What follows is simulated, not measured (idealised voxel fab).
Module name: voxel self aligned vias (process module)
This is section cut - it's 250 nm across, gridded in 5 nm square cells.
When this document writes out a cross-section, it uses a grid of square cells and lists it as bands, beginning at the top and moving down, with a band standing for one or more rows of cells. In this notation a band is specified by the heights of its top and bottom, in that order and in nm, after which its materials appear from left to right, each paired with its width in nm. The word "full width" attached to a single material means that material fills the band from edge to edge; the word "empty" stands for empty space. Zero point of the height axis is 0; under it, received wafer = one material. Lowest band: continues down indefinitely, "0..down". The width entry "30..40" should be interpreted row by row: the top row of cells in the band takes the first number, the bottom row takes the second number, and the change between adjacent rows is uniform throughout. Take "nothing changed" at face value: in the step it is given for, the cross-section changed in none of its cells. Each empty space that has no open way to the top and spans at least 8 cells appears under "Unvented internal voids" as width x height at distance, the distance counted from the left edge, all in nm. Formally, on a step line, whatever follows the settings is a remark that the simulator itself makes on the step. Among the settings permitted on a step's line is "overlay nm"; applied to a step with a mask, it specifies the extent to which the mask lay to the right of its planned position, whereas a negative figure signifies a position to the left.

**Planned step list for the process**
1: RECEIVE [material Si]
2: CONFORMAL_DEP [material SiO2] [thk nm 15]
3: CONFORMAL_DEP [material SiCN] [thk nm 5]
4: DIRECTIONAL_DEP [material SiO2] [thk nm 30]
5: PATTERN [tone open] [mask id LINES] [material resist] [width nm 30] [pitch nm 65] [thk nm 15] [overlay nm 0]
6: DIRECTIONAL_ETCH [etch materials SiO2] [depth nm 30]
7: STRIP [etch materials resist]
8: CONFORMAL_DEP [material TiN] [thk nm 5]
9: FILL_DEP [material Ru] [thk nm 5]
10: CMP [height nm 50]
11: SELECTIVE_ETCH [etch materials W Ru TiN] [depth nm 5]
12: FILL_DEP [material SiN] [thk nm 10]
13: CMP [height nm 50]
14: DIRECTIONAL_DEP [material SiO2] [thk nm 15]
15: MASKED_ETCH [tone open] [mask id VIAS] [width nm 50] [pitch nm 65] [etch materials SiO2] [depth nm 15] [overlay nm 0]
16: MASKED_ETCH [tone open] [mask id VIAS] [width nm 50] [pitch nm 65] [etch materials SiN] [depth nm 5] [overlay nm 0]
17: CONFORMAL_DEP [material TiN] [thk nm 5]
18: FILL_DEP [material W] [thk nm 10]
19: CMP [height nm 55]
20: CONFORMAL_DEP [material SiN] [thk nm 5]
varied across the wafers: height nm of step 19. The plan shows the first wafer's value. All wafers start alike

**The first of several wafers as received, shown in cross-section; this is its state after step 1**
- 0..down: Si full width
- Unvented internal voids: none

**The rows of the table below are wafers. Looking at the end of the module, a row counts, for every material, the cells the wafer has gained, shown as (+), or lost, shown as (-), since it was received; its closed voids come next**
height nm 55 | +32 Ru | +50 SiCN | +50 SiN | +408 SiO2 | +52 TiN | +8 W | Unvented internal voids: none
height nm 60 | +32 Ru | +50 SiCN | +50 SiN | +438 SiO2 | +56 TiN | +24 W | Unvented internal voids: none
height nm 65 | +32 Ru | +50 SiCN | +50 SiN | +468 SiO2 | +60 TiN | +40 W | Unvented internal voids: none
height nm 70 | +32 Ru | +50 SiCN | +50 SiN | +468 SiO2 | +94 TiN | +56 W | Unvented internal voids: none
height nm 75 | +32 Ru | +50 SiCN | +50 SiN | +468 SiO2 | +94 TiN | +106 W | Unvented internal voids: none
height nm 80 | +32 Ru | +50 SiCN | +50 SiN | +468 SiO2 | +94 TiN | +156 W | Unvented internal voids: none
